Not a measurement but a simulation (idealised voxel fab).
Herein follows the process module entitled voxel ribs on slabs.
FYI the section here is cut, 170 nm wide, cells are 5 nm squares.
This document writes a cross-section as a grid whose cells are square, and gives it as bands, listed from the top down; one or more rows of cells form a band. Heads up on the band format: heights come first, top then bottom, in nm. After that it's the materials left to right, each with its width in nm. A single material flagged "throughout" fills the whole band edge to edge, and "empty" means there's empty space there. Height reference: 0 = level under which incoming wafer is all one material. Lowest band: no bottom, runs on downward, e.g. "top 0, no bottom". When a width is written as two numbers, as in "30 to 40", the first number is the width in the top row of cells of the band and the second is the width in its bottom row, and the width changes by the same amount from each row to the next. "stayed the same" -> step changed no cross-section cell. Enclosed voids (no open way to top), threshold 8 cells or more, entry "Voids, enclosed", notation width x height at distance, distance from left edge, nm. Past the settings on a step's line: simulator remark, on that step. overlay nm: how far to the right of its planned place the mask lay on this masked step (negative: to the left).
## Intended process steps
1. RECEIVE: material Si
2. DIRECTIONAL_DEP: material SiO2, thk nm 20
3. DIRECTIONAL_DEP: material polySi, thk nm 15
4. MASKED_ETCH: tone cover, mask id RIB, width nm 30, etch materials polySi, depth nm 10, overlay nm 0
5. DIRECTIONAL_DEP: material aC, thk nm 15
6. PATTERN: tone cover, mask id SLAB, material resist, width nm 70, thk nm 35, overlay nm 0
7. DIRECTIONAL_ETCH: etch materials aC, depth nm 15
8. STRIP: etch materials resist
9. DIRECTIONAL_ETCH: etch materials polySi, depth nm 5
10. STRIP: etch materials aC
11. FILL_DEP: material SiO2, thk nm 15
12. CMP: height nm 45
13. DIRECTIONAL_DEP: material W, thk nm 10
14. DIRECTIONAL_DEP: material aC, thk nm 10
15. PATTERN: tone cover, mask id HEATER, material resist, width nm 40, thk nm 25, overlay nm 0
16. DIRECTIONAL_ETCH: etch materials aC, depth nm 10
17. STRIP: etch materials resist
18. DIRECTIONAL_ETCH: etch materials W, depth nm 10
19. STRIP: etch materials aC
20. CONFORMAL_DEP: material SiN, thk nm 10
## This is the cross-section of the wafer as we received it, i.e. after step 1
    top 0, no bottom: Si throughout
    Voids, enclosed: none
## First of two wafers, end-of-module section, run followed plan
    top 65, bottom 55: 55 empty, 60 SiN, 55 empty
    top 55, bottom 45: 65 SiN, 40 W, 65 SiN
    top 45, bottom 35: SiO2 throughout
    top 35, bottom 25: 70 SiO2, 30 polySi, 70 SiO2
    top 25, bottom 20: 50 SiO2, 70 polySi, 50 SiO2
    top 20, bottom 0: SiO2 throughout
    top 0, no bottom: Si throughout
    Voids, enclosed: none
## Here is the second of the two wafers cut open at the end of the module - same start, same plan as the first one, but we made one mistake running it
    top 65, bottom 55: 60 empty, 55 SiN, 55 empty
    top 55, bottom 45: 70 SiN, 35 W, 65 SiN
    top 45, bottom 35: SiO2 throughout
    top 35, bottom 25: 70 SiO2, 30 polySi, 70 SiO2
    top 25, bottom 20: 50 SiO2, 70 polySi, 50 SiO2
    top 20, bottom 0: SiO2 throughout
    top 0, no bottom: Si throughout
    Voids, enclosed: none
Short version of what went wrong: rather than as planned, step 15 actually ran as PATTERN: tone cover, mask id HEATER, material resist, width nm 35, thk nm 25, overlay nm 0
Final difference in cells, second wafer against first, listed per material as more or fewer: 2 fewer of W
